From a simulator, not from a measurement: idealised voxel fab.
process module | voxel ribs on slabs
cross-section cut | 155 nm wide | cells 5 nm
A cross-section is a grid of square cells, given in bands from the top down. A band is one or more rows of cells.
Each band's line starts with the height of the band's top and of its bottom, in nm. Then come its materials from left to right, each with its width in nm. One material with "throughout" fills the band from edge to edge. "air" is empty space.
Height 0 is the level under which the wafer as received is all one material. The lowest band goes on downwards, as in "0 down".
A width such as "30 to 40" changes by the same amount from each row of cells to the next, from the band's top row to its bottom row.
"no change" after a step means that no cell of the cross-section changed.
closed voids: empty space of 8 cells or more with no open way to the top, each as width x height at its distance from the left edge, in nm
after a step's settings: what the simulator itself notes on the step
overlay nm, on a step with a mask: how far to the right of its planned place the mask lay; to the left if negative
Each pair below shows a cross-section before one step and the cross-section after it, down to the lowest band that changed. The line under each pair gives the step between them, with its settings. The pairs can come from different runs of this module on the same starting wafer, so a pair continues from the pair above only where its "before" says so.
before
  0 down: Si throughout
  closed voids: none
after
  20 to 0: SiO2 throughout
  below 0: unchanged
  closed voids: none
the step between: op DIRECTIONAL_DEP | material SiO2 | thk nm 20
before: the cross-section after the pair above
after
  40 to 20: SiN throughout
  below 20: unchanged
  closed voids: none
the step between: op DIRECTIONAL_DEP | material SiN | thk nm 20
before: the cross-section after the pair above
after
  55 to 40: air 70 | resist 15 | air 70
  below 40: unchanged
  closed voids: none
the step between: op PATTERN | tone cover | mask id RIB | material resist | width nm 15 | thk nm 15 | overlay nm 0
before: the cross-section after the pair above
after
  55 to 40: air 70 | resist 15 | air 70
  40 to 30: air 70 | SiN 15 | air 70
  below 30: unchanged
  closed voids: none
the step between: op DIRECTIONAL_ETCH | etch materials SiN | depth nm 10
before: the cross-section after the pair above
after
  40 to 30: air 70 | SiN 15 | air 70
  below 30: unchanged
  closed voids: none
the step between: op STRIP | etch materials resist
before: the cross-section after the pair above
after
  40 to 30: air 70 | SiN 15 | air 70
  30 to 20: air 40 | SiN 75 | air 40
  below 20: unchanged
  closed voids: none
the step between: op MASKED_ETCH | tone cover | mask id SLAB | width nm 75 | etch materials SiN | depth nm 10 | overlay nm 0
before: the cross-section after the pair above
after
  65 to 40: SiO2 throughout
  40 to 30: SiO2 70 | SiN 15 | SiO2 70
  30 to 20: SiO2 40 | SiN 75 | SiO2 40
  below 20: unchanged
  closed voids: none
the step between: op FILL_DEP | material SiO2 | thk nm 25
before: the cross-section after the pair above
after
  60 to 40: SiO2 throughout
  below 40: unchanged
  closed voids: none
the step between: op CMP | height nm 60
before: the cross-section after the pair above
after
  65 to 60: TiN throughout
  below 60: unchanged
  closed voids: none
the step between: op DIRECTIONAL_DEP | material TiN | thk nm 5
before: the cross-section after the pair above
after
  85 to 65: air 65 | resist 25 | air 65
  below 65: unchanged
  closed voids: none
the step between: op PATTERN | tone cover | mask id HEATER | material resist | width nm 25 | thk nm 20 | overlay nm 0
before: the cross-section after the pair above
after
  85 to 65: air 65 | resist 25 | air 65
  65 to 60: air 65 | TiN 25 | air 65
  below 60: unchanged
  closed voids: none
the step between: op DIRECTIONAL_ETCH | etch materials TiN | depth nm 5
before: the cross-section after the pair above
after
  65 to 60: air 65 | TiN 25 | air 65
  below 60: unchanged
  closed voids: none
the step between: op STRIP | etch materials resist
before: the cross-section after the pair above
after
  75 to 70: air 55 | SiN 45 | air 55
  70 to 65: SiN throughout
  65 to 60: SiN 65 | TiN 25 | SiN 65
  below 60: unchanged
  closed voids: none
the step between: op CONFORMAL_DEP | material SiN | thk nm 10
before
  40 to 20: SiN throughout
  20 to 0: SiO2 throughout
  0 down: Si throughout
  closed voids: none
after
  60 to 20: SiN throughout
  below 20: unchanged
  closed voids: none
the step between: op DIRECTIONAL_DEP | material SiN | thk nm 20
before: the cross-section after the pair above
after
  75 to 60: air 70 | resist 15 | air 70
  below 60: unchanged
  closed voids: none
the step between: op PATTERN | tone cover | mask id RIB | material resist | width nm 15 | thk nm 15 | overlay nm 0
before: the cross-section after the pair above
after
  75 to 60: air 70 | resist 15 | air 70
  60 to 50: air 70 | SiN 15 | air 70
  below 50: unchanged
  closed voids: none
the step between: op DIRECTIONAL_ETCH | etch materials SiN | depth nm 10
before: the cross-section after the pair above
after
  60 to 50: air 70 | SiN 15 | air 70
  below 50: unchanged
  closed voids: none
the step between: op STRIP | etch materials resist
before: the cross-section after the pair above
after
  60 to 50: air 70 | SiN 15 | air 70
  50 to 40: air 40 | SiN 75 | air 40
  below 40: unchanged
  closed voids: none
the step between: op MASKED_ETCH | tone cover | mask id SLAB | width nm 75 | etch materials SiN | depth nm 10 | overlay nm 0
before: the cross-section after the pair above
after
  85 to 60: SiO2 throughout
  60 to 50: SiO2 70 | SiN 15 | SiO2 70
  50 to 40: SiO2 40 | SiN 75 | SiO2 40
  below 40: unchanged
  closed voids: none
the step between: op FILL_DEP | material SiO2 | thk nm 25
before: the cross-section after the pair above
after
  60 to 50: SiO2 70 | SiN 15 | SiO2 70
  below 50: unchanged
  closed voids: none
the step between: op CMP | height nm 60
before: the cross-section after the pair above
after
  65 to 60: TiN throughout
  below 60: unchanged
  closed voids: none
the step between: op DIRECTIONAL_DEP | material TiN | thk nm 5
before: the cross-section after the pair above
after
  85 to 65: air 65 | resist 25 | air 65
  below 65: unchanged
  closed voids: none
the step between: op PATTERN | tone cover | mask id HEATER | material resist | width nm 25 | thk nm 20 | overlay nm 0
before: the cross-section after the pair above
after
  85 to 65: air 65 | resist 25 | air 65
  65 to 60: air 65 | TiN 25 | air 65
  below 60: unchanged
  closed voids: none
the step between: op DIRECTIONAL_ETCH | etch materials TiN | depth nm 5
before: the cross-section after the pair above
after
  65 to 60: air 65 | TiN 25 | air 65
  below 60: unchanged
  closed voids: none
the step between: op STRIP | etch materials resist
before: the cross-section after the pair above
after
  75 to 70: air 55 | SiN 45 | air 55
  70 to 65: SiN throughout
  65 to 60: SiN 65 | TiN 25 | SiN 65
  below 60: unchanged
  closed voids: none
the step between: op CONFORMAL_DEP | material SiN | thk nm 10
before
  0 down: Si throughout
  closed voids: none
after
  20 to 0: SiN throughout
  below 0: unchanged
  closed voids: none
the step between: op DIRECTIONAL_DEP | material SiN | thk nm 20
before: the cross-section after the pair above
after
  40 to 20: SiO2 throughout
  below 20: unchanged
  closed voids: none
the step between: op DIRECTIONAL_DEP | material SiO2 | thk nm 20
before: the cross-section after the pair above
after
  55 to 40: air 70 | resist 15 | air 70
  below 40: unchanged
  closed voids: none
the step between: op PATTERN | tone cover | mask id RIB | material resist | width nm 15 | thk nm 15 | overlay nm 0
before: the cross-section after the pair above
after
  40 to 20: SiO2 throughout
  below 20: unchanged
  closed voids: none
the step between: op STRIP | etch materials resist
before: the cross-section after the pair above
after
  65 to 20: SiO2 throughout
  below 20: unchanged
  closed voids: none
the step between: op FILL_DEP | material SiO2 | thk nm 25
before: the cross-section after the pair above
after
  60 to 20: SiO2 throughout
  below 20: unchanged
  closed voids: none
the step between: op CMP | height nm 60
before: the cross-section after the pair above
after
  65 to 60: TiN throughout
  below 60: unchanged
  closed voids: none
the step between: op DIRECTIONAL_DEP | material TiN | thk nm 5
before: the cross-section after the pair above
after
  85 to 65: air 65 | resist 25 | air 65
  below 65: unchanged
  closed voids: none
the step between: op PATTERN | tone cover | mask id HEATER | material resist | width nm 25 | thk nm 20 | overlay nm 0
before: the cross-section after the pair above
after
  85 to 65: air 65 | resist 25 | air 65
  65 to 60: air 65 | TiN 25 | air 65
  below 60: unchanged
  closed voids: none
the step between: op DIRECTIONAL_ETCH | etch materials TiN | depth nm 5
before: the cross-section after the pair above
after
  65 to 60: air 65 | TiN 25 | air 65
  below 60: unchanged
  closed voids: none
the step between: op STRIP | etch materials resist
before: the cross-section after the pair above
after
  75 to 70: air 55 | SiN 45 | air 55
  70 to 65: SiN throughout
  65 to 60: SiN 65 | TiN 25 | SiN 65
  below 60: unchanged
  closed voids: none
the step between: op CONFORMAL_DEP | material SiN | thk nm 10
before
  65 to 40: SiO2 throughout
  40 to 30: SiO2 70 | SiN 15 | SiO2 70
  30 to 20: SiO2 40 | SiN 75 | SiO2 40
  20 to 0: SiO2 throughout
  0 down: Si throughout
  closed voids: none
after
  55 to 40: SiO2 throughout
  below 40: unchanged
  closed voids: none
the step between: op CMP | height nm 55
before: the cross-section after the pair above
after
  60 to 55: TiN throughout
  below 55: unchanged
  closed voids: none
the step between: op DIRECTIONAL_DEP | material TiN | thk nm 5
before: the cross-section after the pair above
after
  80 to 60: air 65 | resist 25 | air 65
  below 60: unchanged
  closed voids: none
the step between: op PATTERN | tone cover | mask id HEATER | material resist | width nm 25 | thk nm 20 | overlay nm 0
before: the cross-section after the pair above
after
  80 to 60: air 65 | resist 25 | air 65
  60 to 55: air 65 | TiN 25 | air 65
  below 55: unchanged
  closed voids: none
the step between: op DIRECTIONAL_ETCH | etch materials TiN | depth nm 5
before: the cross-section after the pair above
after
  60 to 55: air 65 | TiN 25 | air 65
  below 55: unchanged
  closed voids: none
the step between: op STRIP | etch materials resist
before: the cross-section after the pair above
after
  70 to 65: air 55 | SiN 45 | air 55
  65 to 60: SiN throughout
  60 to 55: SiN 65 | TiN 25 | SiN 65
  below 55: unchanged
  closed voids: none
the step between: op CONFORMAL_DEP | material SiN | thk nm 10
before
  40 to 30: air 70 | SiN 15 | air 70
  30 to 20: SiN throughout
  20 to 0: SiO2 throughout
  0 down: Si throughout
  closed voids: none
after
  40 to 30: air 70 | SiN 15 | air 70
  30 to 20: air 45 | SiN 70 | air 40
  below 20: unchanged
  closed voids: none
the step between: op MASKED_ETCH | tone cover | mask id SLAB | width nm 70 | etch materials SiN | depth nm 10 | overlay nm 0
before: the cross-section after the pair above
after
  65 to 40: SiO2 throughout
  40 to 30: SiO2 70 | SiN 15 | SiO2 70
  30 to 20: SiO2 45 | SiN 70 | SiO2 40
  below 20: unchanged
  closed voids: none
the step between: op FILL_DEP | material SiO2 | thk nm 25
before: the cross-section after the pair above
after
  60 to 40: SiO2 throughout
  below 40: unchanged
  closed voids: none
the step between: op CMP | height nm 60
before: the cross-section after the pair above
after
  65 to 60: TiN throughout
  below 60: unchanged
  closed voids: none
the step between: op DIRECTIONAL_DEP | material TiN | thk nm 5
before: the cross-section after the pair above
after
  85 to 65: air 65 | resist 25 | air 65
  below 65: unchanged
  closed voids: none
the step between: op PATTERN | tone cover | mask id HEATER | material resist | width nm 25 | thk nm 20 | overlay nm 0
before: the cross-section after the pair above
after
  85 to 65: air 65 | resist 25 | air 65
  65 to 60: air 65 | TiN 25 | air 65
  below 60: unchanged
  closed voids: none
the step between: op DIRECTIONAL_ETCH | etch materials TiN | depth nm 5
before: the cross-section after the pair above
after
  65 to 60: air 65 | TiN 25 | air 65
  below 60: unchanged
  closed voids: none
the step between: op STRIP | etch materials resist
before: the cross-section after the pair above
after
  75 to 70: air 55 | SiN 45 | air 55
  70 to 65: SiN throughout
  65 to 60: SiN 65 | TiN 25 | SiN 65
  below 60: unchanged
  closed voids: none
the step between: op CONFORMAL_DEP | material SiN | thk nm 10
before
  40 to 30: air 70 | SiN 15 | air 70
  30 to 20: SiN throughout
  20 to 0: SiO2 throughout
  0 down: Si throughout
  closed voids: none
after
  40 to 30: air 70 | SiN 15 | air 70
  30 to 20: air 45 | SiN 75 | air 35
  below 20: unchanged
  closed voids: none
the step between: op MASKED_ETCH | tone cover | mask id SLAB | width nm 75 | etch materials SiN | depth nm 10 | overlay nm 5
before: the cross-section after the pair above
after
  65 to 40: SiO2 throughout
  40 to 30: SiO2 70 | SiN 15 | SiO2 70
  30 to 20: SiO2 45 | SiN 75 | SiO2 35
  below 20: unchanged
  closed voids: none
the step between: op FILL_DEP | material SiO2 | thk nm 25
before: the cross-section after the pair above
after
  60 to 40: SiO2 throughout
  below 40: unchanged
  closed voids: none
the step between: op CMP | height nm 60
before: the cross-section after the pair above
after
  65 to 60: TiN throughout
  below 60: unchanged
  closed voids: none
the step between: op DIRECTIONAL_DEP | material TiN | thk nm 5
before: the cross-section after the pair above
after
  85 to 65: air 65 | resist 25 | air 65
  below 65: unchanged
  closed voids: none
the step between: op PATTERN | tone cover | mask id HEATER | material resist | width nm 25 | thk nm 20 | overlay nm 0
before: the cross-section after the pair above
after
  85 to 65: air 65 | resist 25 | air 65
  65 to 60: air 65 | TiN 25 | air 65
  below 60: unchanged
  closed voids: none
the step between: op DIRECTIONAL_ETCH | etch materials TiN | depth nm 5
before: the cross-section after the pair above
after
  65 to 60: air 65 | TiN 25 | air 65
  below 60: unchanged
  closed voids: none
the step between: op STRIP | etch materials resist
before: the cross-section after the pair above
after
  75 to 70: air 55 | SiN 45 | air 55
  70 to 65: SiN throughout
  65 to 60: SiN 65 | TiN 25 | SiN 65
  below 60: unchanged
  closed voids: none
the step between: op CONFORMAL_DEP | material SiN | thk nm 10
before
  20 to 0: SiO2 throughout
  0 down: Si throughout
  closed voids: none
after
  40 to 20: TiN throughout
  below 20: unchanged
  closed voids: none
the step between: op DIRECTIONAL_DEP | material TiN | thk nm 20
before: the cross-section after the pair above
after
  55 to 40: air 70 | resist 15 | air 70
  below 40: unchanged
  closed voids: none
the step between: op PATTERN | tone cover | mask id RIB | material resist | width nm 15 | thk nm 15 | overlay nm 0
before: the cross-section after the pair above
after
  40 to 20: TiN throughout
  below 20: unchanged
  closed voids: none
the step between: op STRIP | etch materials resist
before: the cross-section after the pair above
after
  65 to 40: SiO2 throughout
  below 40: unchanged
  closed voids: none
the step between: op FILL_DEP | material SiO2 | thk nm 25
before: the cross-section after the pair above
after
  60 to 40: SiO2 throughout
  below 40: unchanged
  closed voids: none
the step between: op CMP | height nm 60
before: the cross-section after the pair above
after
  65 to 60: TiN throughout
  below 60: unchanged
  closed voids: none
the step between: op DIRECTIONAL_DEP | material TiN | thk nm 5
before: the cross-section after the pair above
after
  85 to 65: air 65 | resist 25 | air 65
  below 65: unchanged
  closed voids: none
the step between: op PATTERN | tone cover | mask id HEATER | material resist | width nm 25 | thk nm 20 | overlay nm 0
before: the cross-section after the pair above
after
  85 to 65: air 65 | resist 25 | air 65
  65 to 60: air 65 | TiN 25 | air 65
  below 60: unchanged
  closed voids: none
the step between: op DIRECTIONAL_ETCH | etch materials TiN | depth nm 5
before: the cross-section after the pair above
after
  65 to 60: air 65 | TiN 25 | air 65
  below 60: unchanged
  closed voids: none
the step between: op STRIP | etch materials resist
before: the cross-section after the pair above
after
  75 to 70: air 55 | SiN 45 | air 55
  70 to 65: SiN throughout
  65 to 60: SiN 65 | TiN 25 | SiN 65
  below 60: unchanged
  closed voids: none
the step between: op CONFORMAL_DEP | material SiN | thk nm 10
before
  40 to 20: SiN throughout
  20 to 0: SiO2 throughout
  0 down: Si throughout
  closed voids: none
after
  55 to 40: resist 70 | air 15 | resist 70
  below 40: unchanged
  closed voids: none
the step between: op PATTERN | tone open | mask id RIB | material resist | width nm 15 | thk nm 15 | overlay nm 0
before: the cross-section after the pair above
after
  55 to 40: resist 70 | air 15 | resist 70
  40 to 30: SiN 70 | air 15 | SiN 70
  below 30: unchanged
  closed voids: none
the step between: op DIRECTIONAL_ETCH | etch materials SiN | depth nm 10
before: the cross-section after the pair above
after
  40 to 30: SiN 70 | air 15 | SiN 70
  below 30: unchanged
  closed voids: none
the step between: op STRIP | etch materials resist
before: the cross-section after the pair above
after
  40 to 30: air 40 | SiN 30 | air 15 | SiN 30 | air 40
  below 30: unchanged
  closed voids: none
the step between: op MASKED_ETCH | tone cover | mask id SLAB | width nm 75 | etch materials SiN | depth nm 10 | overlay nm 0
before: the cross-section after the pair above
after
  65 to 40: SiO2 throughout
  40 to 30: SiO2 40 | SiN 30 | SiO2 15 | SiN 30 | SiO2 40
  below 30: unchanged
  closed voids: none
the step between: op FILL_DEP | material SiO2 | thk nm 25
before: the cross-section after the pair above
after
  60 to 40: SiO2 throughout
  below 40: unchanged
  closed voids: none
the step between: op CMP | height nm 60
before: the cross-section after the pair above
after
  65 to 60: TiN throughout
  below 60: unchanged
  closed voids: none
the step between: op DIRECTIONAL_DEP | material TiN | thk nm 5
before: the cross-section after the pair above
after
  85 to 65: air 65 | resist 25 | air 65
  below 65: unchanged
  closed voids: none
the step between: op PATTERN | tone cover | mask id HEATER | material resist | width nm 25 | thk nm 20 | overlay nm 0
before: the cross-section after the pair above
after
  85 to 65: air 65 | resist 25 | air 65
  65 to 60: air 65 | TiN 25 | air 65
  below 60: unchanged
  closed voids: none
the step between: op DIRECTIONAL_ETCH | etch materials TiN | depth nm 5
before: the cross-section after the pair above
after
  65 to 60: air 65 | TiN 25 | air 65
  below 60: unchanged
  closed voids: none
the step between: op STRIP | etch materials resist
before: the cross-section after the pair above
after
  75 to 70: air 55 | SiN 45 | air 55
  70 to 65: SiN throughout
  65 to 60: SiN 65 | TiN 25 | SiN 65
  below 60: unchanged
  closed voids: none
the step between: op CONFORMAL_DEP | material SiN | thk nm 10
